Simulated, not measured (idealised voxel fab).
Process module name: voxel capacitor over wiring
Square cells of 5 nm make up the cross-section cut, whose width is 235 nm.
In what follows, cross-sections appear as grids of square cells, described through bands that run from the top down, where every band is one or more rows of cells. Each band's line starts with the height of the band's top and of its bottom, in nm. Then come its materials from left to right, each with its width in nm. One material with "all across" fills the band from edge to edge. "air" is empty space. Height 0 is the level under which the wafer as received is all one material. The lowest band goes on downwards, as in "0 -> down". The width entry "30 to 40" should be interpreted row by row: the top row of cells in the band takes the first number, the bottom row takes the second number, and the change between adjacent rows is uniform throughout. Take "nothing was modified" at face value: in the step it is given for, the cross-section changed in none of its cells. "Trapped void list" contains a list of empty spaces, each no smaller than 8 cells and without an open way to the top, written in the form width x height at distance with the distance from the left edge and all three in nm. Step line, after settings: the simulator's comment on this step. For masked steps, "overlay nm" on the step line gives how far right of plan the mask actually lay; a minus sign means it lay to the left.

-- Planned process steps
1: RECEIVE: material Si
2: CONFORMAL_DEP: material SiO2, thk nm 15
3: CONFORMAL_DEP: material SiCN, thk nm 5
4: DIRECTIONAL_DEP: material SiO2, thk nm 15
5: DIRECTIONAL_DEP: material aC, thk nm 10
6: PATTERN: tone open, mask id METAL_1, material resist, width nm 30, pitch nm 95, thk nm 25, overlay nm 0
7: DIRECTIONAL_ETCH: etch materials aC, depth nm 10
8: STRIP: etch materials resist
9: DIRECTIONAL_ETCH: etch materials SiO2, depth nm 15
10: DIRECTIONAL_ETCH: etch materials SiCN, depth nm 5
11: STRIP: etch materials aC
12: CONFORMAL_DEP: material TiN, thk nm 5
13: FILL_DEP: material Cu, thk nm 5
14: CMP: height nm 35
15: CONFORMAL_DEP: material SiCN, thk nm 5
16: DIRECTIONAL_DEP: material SiO2, thk nm 15
17: MASKED_ETCH: tone open, mask id PLUG_1, width nm 15, etch materials SiO2, depth nm 15, overlay nm 0
18: MASKED_ETCH: tone open, mask id PLUG_1, width nm 15, etch materials SiCN, depth nm 5, overlay nm 0
19: CONFORMAL_DEP: material TiN, thk nm 5
20: FILL_DEP: material Cu, thk nm 10
21: CMP: height nm 55
22: DIRECTIONAL_DEP: material TiN, thk nm 10
23: DIRECTIONAL_DEP: material SiN, thk nm 5
24: DIRECTIONAL_DEP: material TiN, thk nm 5
25: PATTERN: tone cover, mask id UPPER_PLATE, material resist, width nm 70, thk nm 20, overlay nm 0
26: DIRECTIONAL_ETCH: etch materials TiN, depth nm 5
27: DIRECTIONAL_ETCH: etch materials SiN, depth nm 5
28: STRIP: etch materials resist
29: PATTERN: tone cover, mask id LOWER_PLATE, material resist, width nm 80, thk nm 20, overlay nm 0
30: DIRECTIONAL_ETCH: etch materials TiN, depth nm 10
31: STRIP: etch materials resist
32: FILL_DEP: material SiO2, thk nm 20
33: CMP: height nm 90
34: DIRECTIONAL_DEP: material aC, thk nm 10
35: PATTERN: tone open, mask id PLUG_2, material resist, width nm 15, thk nm 30, overlay nm 0
36: DIRECTIONAL_ETCH: etch materials aC, depth nm 10
37: STRIP: etch materials resist
38: DIRECTIONAL_ETCH: etch materials SiO2, depth nm 15
39: STRIP: etch materials aC
40: CONFORMAL_DEP: material TiN, thk nm 5
41: FILL_DEP: material Ru, thk nm 10
42: CMP: height nm 90
43: CONFORMAL_DEP: material SiCN, thk nm 5

-- As received (post step 1): cross-section
- 0 -> down = Si all across
- Trapped void list: none

-- Cross-section, first of two wafers, end of module, run as planned
- 95 -> 90 = SiCN all across
- 90 -> 80 = SiO2 80 | TiN 5 | Ru 5 | TiN 5 | SiO2 140
- 80 -> 70 = SiO2 80 to 70 | TiN 15 to 70 | SiO2 140 to 95
- 70 -> 65 = SiO2 70 | SiN 70 | SiO2 95
- 65 -> 55 = SiO2 65 | TiN 80 | SiO2 90
- 55 -> 40 = SiO2 70 | TiN 5 | Cu 5 | TiN 5 | SiO2 150
- 40 -> 35 = SiCN 70 | TiN 15 | SiCN 150
- 35 -> 20 = SiO2 55 | TiN 5 | Cu 20 | TiN 5 | SiO2 65 | TiN 5 | Cu 20 | TiN 5 | SiO2 55
- 20 -> 15 = SiCN 55 | TiN 30 | SiCN 65 | TiN 30 | SiCN 55
- 15 -> 0 = SiO2 all across
- 0 -> down = Si all across
- Trapped void list: none

-- Same start, same plan as the first wafer - but one mistake in the run. Cross-section of the second of the two at the end of the module
- 95 -> 90 = SiCN all across
- 90 -> 80 = SiO2 80 | TiN 5 | Ru 5 | TiN 5 | SiO2 140
- 80 -> 70 = SiO2 80 to 70 | TiN 15 to 70 | SiO2 140 to 95
- 70 -> 65 = SiO2 70 | SiN 70 | SiO2 95
- 65 -> 55 = SiO2 65 | TiN 80 | SiO2 90
- 55 -> 40 = SiO2 70 | TiN 5 | Cu 5 | TiN 5 | SiO2 150
- 40 -> 35 = SiCN 70 | TiN 15 | SiCN 150
- 35 -> 20 = SiO2 60 | TiN 5 | Cu 10 | TiN 5 | SiO2 75 | TiN 5 | Cu 10 | TiN 5 | SiO2 60
- 20 -> 15 = SiCN 60 | TiN 20 | SiCN 75 | TiN 20 | SiCN 60
- 15 -> 0 = SiO2 all across
- 0 -> down = Si all across
- Trapped void list: none
The plan and the run diverged here: step 6, actual vs plan mismatch, actual run PATTERN: tone open, mask id METAL_1, material resist, width nm 20, pitch nm 95, thk nm 25, overlay nm 0
Materials where the second wafer ends with more or fewer cells than the first: Cu: 12 fewer | SiCN: 4 more | SiO2: 12 more | TiN: 4 fewer
